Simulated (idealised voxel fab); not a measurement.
process module | voxel released beams
Cross-sectional view cut (width: 180 nm; square cell size: 5 nm).
In what follows, cross-sections appear as grids of square cells, described through bands that run from the top down, where every band is one or more rows of cells. For a band, the entry starts with two heights in nm, that of the top and then that of the bottom, and carries on with the band's materials in order from left to right, each alongside its width in nm; the word "full width" beside a single material means it fills the band edge to edge, and "air" means empty space. The reference from which all heights are counted is 0, the level beneath which the as-received wafer is entirely one material; the lowest band, having no lower bound, proceeds downward and is written after the example "0 and below". Read "30->40" as a graded width: first number on top, second number at the bottom, same change between each pair of neighbouring rows. No cell of the cross-section changed in a step that is given as "no alteration". Each empty space that has no open way to the top and spans at least 8 cells appears under "Entrapped voids" as width x height at distance, the distance counted from the left edge, all in nm. On a step's line, text after the settings is the simulator commenting on that step. Each step line may optionally specify "overlay nm", which for a step with a mask gives the rightward distance between the mask's planned place and where it lay, a negative value indicating the leftward direction.
-- The planned process steps are enumerated hereunder
- 1: RECEIVE,material Si
- 2: CONFORMAL_DEP,material SiN,thk nm 10
- 3: DIRECTIONAL_DEP,material SiO2,thk nm 20
- 4: PATTERN,tone open,mask id ANCHOR,material resist,width nm 35,thk nm 15,overlay nm 0
- 5: DIRECTIONAL_ETCH,etch materials SiO2,depth nm 20
- 6: STRIP,etch materials resist
- 7: CONFORMAL_DEP,material TiN,thk nm 15
- 8: DIRECTIONAL_DEP,material aC,thk nm 15
- 9: PATTERN,tone cover,mask id BEAM,material resist,width nm 100,thk nm 30,overlay nm 0
- 10: DIRECTIONAL_ETCH,etch materials aC,depth nm 15
- 11: STRIP,etch materials resist
- 12: DIRECTIONAL_ETCH,etch materials TiN,depth nm 15
- 13: STRIP,etch materials aC
- 14: STRIP,etch materials SiO2
-- This is the cross-section of the wafer as we received it, i.e. after step 1
  0 and below = Si full width
  Entrapped voids: none
-- Wafer cross-section at end of module: start and plan as shown above, one execution error
  60 down to 45 = 35 of air, then 100 of TiN, then 45 of air
  45 down to 30 = TiN full width
  30 down to 10 = 40 of SiO2, then 35 of TiN, then 105 of SiO2
  10 down to 0 = SiN full width
  0 and below = Si full width
  Entrapped voids: none
Finding, execution versus plan: step 7 from the plan got run twice
